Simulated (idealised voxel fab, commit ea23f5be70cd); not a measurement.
The following is a process module called voxel capacitor over wiring.
180 nm wide, 5 nm square cells: that's cross-section cut.
Cross-section layout: square cells on a grid; listed as bands, top to bottom; a band spans one or more cell rows.
Basically the band line says how high the top is and how high the bottom is, in nm, and then what's in it from left to right, every material with its width in nm. Empty space shows up as "empty", and if a single material carries "everywhere" it runs the full band edge to edge.
Counting heights begins at 0, where everything beneath is, in the wafer as received, one material. The lowest band has no bottom; it goes on downwards, as "0 down" shows.
Graded width ("30..40"): value in top row of band = first number; value in bottom row = second number; row-to-row change constant.
It should be understood that the words "remained the same", when stated for a given step, signify that the cross-section underwent no change in any of its cells during that step.
Under "Entrapped void list" you'll find the enclosed gaps, the ones with no way out to the top, that are 8 cells or bigger; each reads width x height at distance, with distance counted from the left edge, everything in nm.
Whatever follows a step's settings on its line is a remark the simulator itself makes about that step.
"overlay nm", when on a step's line for a step with a mask, measures how far to the right of its planned place the mask lay; a negative measure means to the left.
## Planned process steps
1 RECEIVE | material Si
2 CONFORMAL_DEP | material SiO2 | thk nm 10
3 DIRECTIONAL_DEP | material TiN | thk nm 5
4 DIRECTIONAL_DEP | material Ru | thk nm 20
5 MASKED_ETCH | tone cover | mask id METAL_1 | width nm 20 | pitch nm 75 | etch materials Ru | depth nm 20 | overlay nm 0
6 MASKED_ETCH | tone cover | mask id METAL_1 | width nm 20 | pitch nm 75 | etch materials TiN | depth nm 5 | overlay nm 0
7 CONFORMAL_DEP | material SiN | thk nm 5
8 FILL_DEP | material SiO2 | thk nm 10
9 CMP | height nm 35
10 CONFORMAL_DEP | material SiCN | thk nm 5
11 DIRECTIONAL_DEP | material lowk | thk nm 10
12 PATTERN | tone open | mask id PLUG_1 | material resist | width nm 15 | thk nm 15 | overlay nm 0
13 DIRECTIONAL_ETCH | etch materials lowk | depth nm 10
14 DIRECTIONAL_ETCH | etch materials SiCN | depth nm 5
15 STRIP | etch materials resist
16 CONFORMAL_DEP | material TiN | thk nm 5
17 FILL_DEP | material W | thk nm 10
18 CMP | height nm 50
19 DIRECTIONAL_DEP | material TiN | thk nm 5
20 DIRECTIONAL_DEP | material SiN | thk nm 5
21 DIRECTIONAL_DEP | material TiN | thk nm 10
22 PATTERN | tone cover | mask id UPPER_PLATE | material resist | width nm 60 | thk nm 15 | overlay nm 0
23 DIRECTIONAL_ETCH | etch materials TiN | depth nm 10
24 DIRECTIONAL_ETCH | etch materials SiN | depth nm 5
25 STRIP | etch materials resist
26 PATTERN | tone cover | mask id LOWER_PLATE | material resist | width nm 70 | thk nm 15 | overlay nm 0
27 DIRECTIONAL_ETCH | etch materials TiN | depth nm 5
28 STRIP | etch materials resist
29 FILL_DEP | material SiO2 | thk nm 15
30 CMP | height nm 80
31 PATTERN | tone open | mask id PLUG_2 | material resist | width nm 15 | thk nm 15 | overlay nm 0
32 DIRECTIONAL_ETCH | etch materials SiO2 | depth nm 10
33 STRIP | etch materials resist
34 CONFORMAL_DEP | material TiN | thk nm 5
35 FILL_DEP | material Ru | thk nm 10
36 CMP | height nm 80
37 CONFORMAL_DEP | material SiCN | thk nm 5
## As-received wafer cross-section (after step 1)
0 down  Si everywhere
Entrapped void list: none
## End-of-module cross-section. Starting structure and process plan as above; one mistake made in running it
100 to 95  SiCN everywhere
95 to 85  Ru everywhere
85 to 80  TiN 60; Ru 5; TiN 115
80 to 75  SiO2 55; TiN 5; Ru 5; TiN 5; SiO2 110
75 to 70  SiO2 55; TiN 15; SiO2 110
70 to 60  SiO2 45; TiN 60; SiO2 75
60 to 55  SiO2 45; SiN 60; SiO2 75
55 to 50  SiO2 40; TiN 70; SiO2 70
50 to 40  lowk 45; TiN 5; W 5; TiN 5; lowk 120
40 to 35  SiCN 45; TiN 15; SiCN 120
35 to 15  SiO2 35; SiN 5; Ru 20; SiN 5; SiO2 45; SiN 5; Ru 20; SiN 5; SiO2 40
15 to 10  SiN 40; TiN 20; SiN 55; TiN 20; SiN 45
10 to 0  SiO2 everywhere
0 down  Si everywhere
Entrapped void list: none
What was done differently from what was planned? step 36 of the plan got skipped, so it never ran
